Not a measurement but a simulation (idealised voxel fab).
Presented below is a process module, voxel tone inversion.
Section shown: cut. Width: 295 nm. Cell size: 5 nm, square.
For the purposes of this document, a cross-section shall be understood as a grid of square cells, specified as bands listed in top-to-bottom order, each band consisting of one or more rows of cells.
What a band's entry tells you: where the top is and where the bottom is, as heights in nm, and after that what lies inside, material by material from left to right, each with its width in nm. Empty space is written as the word "blank", and a single material marked with the word "edge to edge" occupies the band from edge to edge.
All heights in this document are referenced to 0, defined as the level beneath which the wafer, as received, consists entirely of one material. The lowest band is not bounded below; it extends indefinitely downward and is written in the form "top 0, no bottom".
Width spec "30..40" -> top row of cells at first value, bottom row at second value, equal per-row change in between.
The designation "remained the same", where it is given for a processing step, indicates that no cell of the cross-section was altered in the course of that step.
"Sealed void listing" specifies each empty space that is not open to the top and that occupies no fewer than 8 cells, using the form width x height at distance, the distance measured from the left edge and all three quantities in nm.
Past the settings on a step's line: simulator remark, on that step.
On any step carrying a mask, the "overlay nm" setting, if present on the step's line, tells how far right of its planned place the mask lay; negative values point to the left.

# So here's the lineup of process steps we planned
1: RECEIVE: material Si
2: CONFORMAL_DEP: material SiN, thk nm 5
3: DIRECTIONAL_DEP: material polySi, thk nm 20
4: PATTERN: tone cover, mask id POSTS, material resist, width nm 25, pitch nm 55, thk nm 25, overlay nm 0
5: DIRECTIONAL_ETCH: etch materials polySi, depth nm 20
6: STRIP: etch materials resist
7: FILL_DEP: material lowk, thk nm 5
8: CMP: height nm 25
9: STRIP: etch materials polySi
10: CONFORMAL_DEP: material TiN, thk nm 5
11: FILL_DEP: material Cu, thk nm 10
12: CMP: height nm 25
13: CONFORMAL_DEP: material SiCN, thk nm 5

# Delivered wafer in cross-section: state after step 1
    top 0, no bottom | Si edge to edge
    Sealed void listing: none

# The module was run from the start shown above using the plan shown above, but one mistake was made doing it; the resulting wafer cross-section is below
    top 30, bottom 25 | SiCN edge to edge
    top 25, bottom 10 | lowk=80, then TiN=5, then Cu=20, then TiN=5, then lowk=25, then TiN=5, then Cu=20, then TiN=5, then lowk=25, then TiN=5, then Cu=20, then TiN=5, then lowk=75
    top 10, bottom 5 | lowk=80, then TiN=30, then lowk=25, then TiN=30, then lowk=25, then TiN=30, then lowk=75
    top 5, bottom 0 | SiN edge to edge
    top 0, no bottom | Si edge to edge
    Sealed void listing: none
Finding, execution versus plan: it should be noted that step 4 was executed with settings other than those planned, the operation and settings actually applied being PATTERN: tone cover, mask id POSTS, material resist, width nm 30, pitch nm 55, thk nm 25, overlay nm 0
